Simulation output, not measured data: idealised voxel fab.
Presented below is a process module, voxel wiring stack.
Section shown: cut. Width: 275 nm. Cell size: 5 nm, square.
Think of the cross-section as a grid of square cells. We describe it in bands, top to bottom, and each band covers one or more rows of those cells. Within each band entry, the heights of the top and of the bottom of the band appear first, in that order and in nm; the materials of the band then follow from left to right, each with its corresponding width in nm. The designation "full width" on a single material indicates that it fills the band from edge to edge; the designation "empty" indicates empty space. Basically, 0 is our baseline, since under it the wafer straight out of the box is all one material. The bottom band has no lower end and keeps on going down, so it looks like "0 and below". Width "30..40": first value at the band's top row of cells, second value at its bottom row, equal change from row to row. When a step is marked "nothing got changed", none of the cells in the cross-section changed during that step. Heads up: "Closed void table" only lists the empty pockets with no open path to the top that are 8 cells or more, and it writes them as width x height at distance, distance from the left edge, in nm. That trailing text on a step's line, after the settings, is the simulator's own remark on the step. The line of a step may include "overlay nm". On a step with a mask, this value is how far to the right of its planned place the mask lay. A negative value means the mask lay to the left.
**Process steps - plan**
1. op RECEIVE | material Si
2. op CONFORMAL_DEP | material SiO2 | thk nm 15
3. op DIRECTIONAL_DEP | material TiN | thk nm 5
4. op DIRECTIONAL_DEP | material Ru | thk nm 20
5. op PATTERN | tone cover | mask id METAL_1 | material resist | width nm 30 | pitch nm 50 | thk nm 20 | overlay nm 0
6. op DIRECTIONAL_ETCH | etch materials Ru | depth nm 20
7. op DIRECTIONAL_ETCH | etch materials TiN | depth nm 5
8. op STRIP | etch materials resist
9. op CONFORMAL_DEP | material SiN | thk nm 5
10. op FILL_DEP | material SiO2 | thk nm 5
11. op CMP | height nm 40
12. op CONFORMAL_DEP | material SiCN | thk nm 5
13. op DIRECTIONAL_DEP | material SiO2 | thk nm 15
14. op MASKED_ETCH | tone open | mask id PLUG_1 | width nm 15 | etch materials SiO2 | depth nm 15 | overlay nm 0
15. op MASKED_ETCH | tone open | mask id PLUG_1 | width nm 15 | etch materials SiCN | depth nm 5 | overlay nm 0
16. op EPI | material Ru | thk nm 10
17. op EPI | material Ru | thk nm 10
18. op DIRECTIONAL_DEP | material TiN | thk nm 5
19. op DIRECTIONAL_DEP | material Ru | thk nm 25
20. op MASKED_ETCH | tone cover | mask id METAL_2 | width nm 30 | pitch nm 50 | etch materials Ru | depth nm 25 | overlay nm 0
21. op MASKED_ETCH | tone cover | mask id METAL_2 | width nm 30 | pitch nm 50 | etch materials TiN | depth nm 5 | overlay nm 0
22. op FILL_DEP | material lowk | thk nm 5
23. op CMP | height nm 90
24. op CONFORMAL_DEP | material SiCN | thk nm 5
25. op DIRECTIONAL_DEP | material SiO2 | thk nm 20
26. op MASKED_ETCH | tone open | mask id PLUG_2 | width nm 15 | etch materials SiO2 | depth nm 20 | overlay nm 0
27. op MASKED_ETCH | tone open | mask id PLUG_2 | width nm 15 | etch materials SiCN | depth nm 5 | overlay nm 0
28. op EPI | material Ru | thk nm 10
29. op EPI | material Ru | thk nm 10
30. op EPI | material Ru | thk nm 5
31. op DIRECTIONAL_DEP | material TiN | thk nm 5
32. op DIRECTIONAL_DEP | material W | thk nm 20
33. op DIRECTIONAL_DEP | material aC | thk nm 10
34. op PATTERN | tone cover | mask id METAL_3 | material resist | width nm 30 | pitch nm 50 | thk nm 30 | overlay nm 0
35. op DIRECTIONAL_ETCH | etch materials aC | depth nm 10
36. op STRIP | etch materials resist
37. op DIRECTIONAL_ETCH | etch materials W | depth nm 20
38. op DIRECTIONAL_ETCH | etch materials TiN | depth nm 5
39. op STRIP | etch materials aC
40. op FILL_DEP | material lowk | thk nm 5
41. op CMP | height nm 140
42. op CONFORMAL_DEP | material SiCN | thk nm 5
**Delivered wafer in cross-section: state after step 1**
  0 and below = Si full width
  Closed void table: none
**As-planned run: cross-section of the first of two wafers at end of module**
  145 down to 140 = SiCN full width
  140 down to 120 = lowk 95 nm | W 30 nm | lowk 20 nm | W 30 nm | lowk 100 nm
  120 down to 115 = lowk 95 nm | TiN 30 nm | lowk 20 nm | TiN 30 nm | lowk 100 nm
  115 down to 95 = SiO2 95 nm | Ru 15 nm | SiO2 165 nm
  95 down to 90 = SiCN 95 nm | Ru 15 nm | SiCN 165 nm
  90 down to 65 = lowk 95 nm | Ru 30 nm | lowk 20 nm | Ru 30 nm | lowk 100 nm
  65 down to 60 = lowk 95 nm | TiN 30 nm | lowk 20 nm | TiN 30 nm | lowk 100 nm
  60 down to 45 = SiO2 95 nm | Ru 15 nm | SiO2 165 nm
  45 down to 40 = SiCN 95 nm | Ru 15 nm | SiCN 165 nm
  40 down to 20 = SiO2 90 nm | SiN 5 nm | Ru 30 nm | SiN 5 nm | SiO2 10 nm | SiN 5 nm | Ru 30 nm | SiN 5 nm | SiO2 95 nm
  20 down to 15 = SiN 95 nm | TiN 30 nm | SiN 20 nm | TiN 30 nm | SiN 100 nm
  15 down to 0 = SiO2 full width
  0 and below = Si full width
  Closed void table: none
**Cross-sectional view of the second of two wafers upon completion of the module. This wafer shared its starting condition and process plan with the first; one error was made during its execution**
  145 down to 140 = SiCN full width
  140 down to 120 = lowk 95 nm | W 30 nm | lowk 20 nm | W 30 nm | lowk 100 nm
  120 down to 115 = lowk 95 nm | TiN 30 nm | lowk 20 nm | TiN 30 nm | lowk 100 nm
  115 down to 95 = SiO2 95 nm | Ru 15 nm | SiO2 165 nm
  95 down to 90 = SiCN 95 nm | Ru 15 nm | SiCN 165 nm
  90 down to 75 = lowk 95 nm | Ru 30 nm | lowk 20 nm | Ru 30 nm | lowk 100 nm
  75 down to 65 = Ru full width
  65 down to 60 = TiN 95 nm | Ru 15 nm | TiN 165 nm
  60 down to 55 = SiO2 95 nm | Ru 15 nm | SiO2 165 nm
  55 down to 50 = SiO2 95 nm | TiN 15 nm | SiO2 165 nm
  50 down to 45 = SiO2 95 nm | Ru 15 nm | SiO2 165 nm
  45 down to 40 = SiCN 95 nm | Ru 15 nm | SiCN 165 nm
  40 down to 20 = SiO2 90 nm | SiN 5 nm | Ru 30 nm | SiN 5 nm | SiO2 10 nm | SiN 5 nm | Ru 30 nm | SiN 5 nm | SiO2 95 nm
  20 down to 15 = SiN 95 nm | TiN 30 nm | SiN 20 nm | TiN 30 nm | SiN 100 nm
  15 down to 0 = SiO2 full width
  0 and below = Si full width
  Closed void table: none
Finding, execution versus plan: steps 17 and 18 were swapped
Final difference in cells, second wafer against first, listed per material as more or fewer: 86 more of Ru; 43 more of TiN; 129 fewer of lowk
